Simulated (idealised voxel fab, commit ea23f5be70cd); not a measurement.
Herein follows the process module entitled voxel quadruple lines.
The cross-section shown here is cut; it is 205 nm wide and divided into square cells measuring 5 nm on a side.
Cross-section spec: square-cell grid; bands listed top down; each band is one or more rows. The entry gives the band's vertical extent as a top height and a bottom height in nm, then its horizontal make-up as materials from left to right, each with a width in nm. "empty" stands for empty space; a single material marked "throughout" fills the band edge to edge. It should be noted that heights are counted from 0, beneath which the wafer as supplied is of one material throughout, and that the lowest band possesses no lower boundary but continues downward, as written in "0 down". The width entry "30 to 40" should be interpreted row by row: the top row of cells in the band takes the first number, the bottom row takes the second number, and the change between adjacent rows is uniform throughout. The designation "no alterations made", where it is given for a processing step, indicates that no cell of the cross-section was altered in the course of that step. "Sealed void list" lists enclosed empty spaces (at least 8 cells, no open path upward to the top), each as width x height at distance from the left edge, in nm. On a step's line, text after the settings is the simulator commenting on that step. Steps that use a mask can have "overlay nm" on their line. It says how far the mask sat to the right of where it was meant to be. Negative means to the left.
Listed below are the process steps as planned
| 1 | RECEIVE with material Si |
| 2 | CONFORMAL_DEP with material Al2O3, thk nm 5 |
| 3 | DIRECTIONAL_DEP with material W, thk nm 10 |
| 4 | DIRECTIONAL_DEP with material polySi, thk nm 20 |
| 5 | DIRECTIONAL_DEP with material aC, thk nm 20 |
| 6 | PATTERN with tone cover, mask id MANDREL, material resist, width nm 25, thk nm 30, overlay nm 0 |
| 7 | DIRECTIONAL_ETCH with etch materials aC, depth nm 20 |
| 8 | STRIP with etch materials resist |
| 9 | CONFORMAL_DEP with material SiO2, thk nm 15 |
| 10 | DIRECTIONAL_ETCH with etch materials SiO2, depth nm 15 |
| 11 | STRIP with etch materials aC |
| 12 | DIRECTIONAL_ETCH with etch materials polySi, depth nm 20 |
| 13 | STRIP with etch materials SiO2 |
| 14 | CONFORMAL_DEP with material SiN, thk nm 5 |
| 15 | DIRECTIONAL_ETCH with etch materials SiN, depth nm 5 |
| 16 | STRIP with etch materials polySi |
| 17 | DIRECTIONAL_ETCH with etch materials W, depth nm 10 |
| 18 | STRIP with etch materials SiN |
The wafers in this document start out alike and differ in the thk nm applied at step 14; the plan shows the value used for the first wafer.
The first of several wafers, as received after step 1, seen in section
    0 down  Si throughout
    Sealed void list: none
Cross-section of the first of several wafers once the module has run through its last step, step 18
    15 to 5  empty 70  W 5  empty 15  W 5  empty 15  W 5  empty 15  W 5  empty 70
    5 to 0  Al2O3 throughout
    0 down  Si throughout
    Sealed void list: none
A cross-section through the last wafer at the close of the module
    35 to 15  empty 75  polySi 15  empty 25  polySi 15  empty 75
    15 to 5  W throughout
    5 to 0  Al2O3 throughout
    0 down  Si throughout
    Sealed void list: none
Table: wafers, a row each; end-of-module cell change per material since receipt, gain (+), loss (-); then closed voids
thk nm 5; +41 Al2O3; +8 W; Sealed void list: none
thk nm 10; +41 Al2O3; +82 W; +24 polySi; Sealed void list: none
thk nm 15; +41 Al2O3; +82 W; +24 polySi; Sealed void list: none
thk nm 20; +41 Al2O3; +82 W; +24 polySi; Sealed void list: none
